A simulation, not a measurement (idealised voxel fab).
process module | voxel tone inversion
cross-section cut | 210 nm wide | cells 5 nm
A cross-section is a grid of square cells, given in bands from the top down. A band is one or more rows of cells.
Each band's line starts with the height of the band's top and of its bottom, in nm. Then come its materials from left to right, each with its width in nm. One material with "throughout" fills the band from edge to edge. "air" is empty space.
Height 0 is the level under which the wafer as received is all one material. The lowest band goes on downwards, as in "0 down".
A width such as "30 to 40" changes by the same amount from each row of cells to the next, from the band's top row to its bottom row.
"no change" after a step means that no cell of the cross-section changed.
closed voids: empty space of 8 cells or more with no open way to the top, each as width x height at its distance from the left edge, in nm
after a step's settings: what the simulator itself notes on the step
overlay nm, on a step with a mask: how far to the right of its planned place the mask lay; to the left if negative
plan
1 op RECEIVE | material Si
2 op CONFORMAL_DEP | material SiN | thk nm 10
3 op DIRECTIONAL_DEP | material polySi | thk nm 20
4 op PATTERN | tone cover | mask id POSTS | material resist | width nm 15 | pitch nm 35 | thk nm 30 | overlay nm 0
5 op DIRECTIONAL_ETCH | etch materials polySi | depth nm 20
6 op STRIP | etch materials resist
7 op FILL_DEP | material SiO2 | thk nm 5
8 op CMP | height nm 30
9 op STRIP | etch materials polySi
as received, after step 1
  0 down: Si throughout
  closed voids: none
first wafer at the end, as planned
  30 to 10: SiO2 60 | air 15 | SiO2 20 | air 15 | SiO2 20 | air 15 | SiO2 65
  10 to 0: SiN throughout
  0 down: Si throughout
  closed voids: none
second wafer at the end: like start, like plan, one mistake
  30 to 25: SiO2 throughout
  25 to 5: SiO2 60 | polySi 15 | SiO2 20 | polySi 15 | SiO2 20 | polySi 15 | SiO2 65
  5 to 0: SiN throughout
  0 down: Si throughout
  closed voids: none
what went wrong: step 2 ran as: op CONFORMAL_DEP | material SiN | thk nm 5
at the end the second wafer has, in cells: 42 fewer of SiN | 42 more of SiO2 | 36 more of polySi
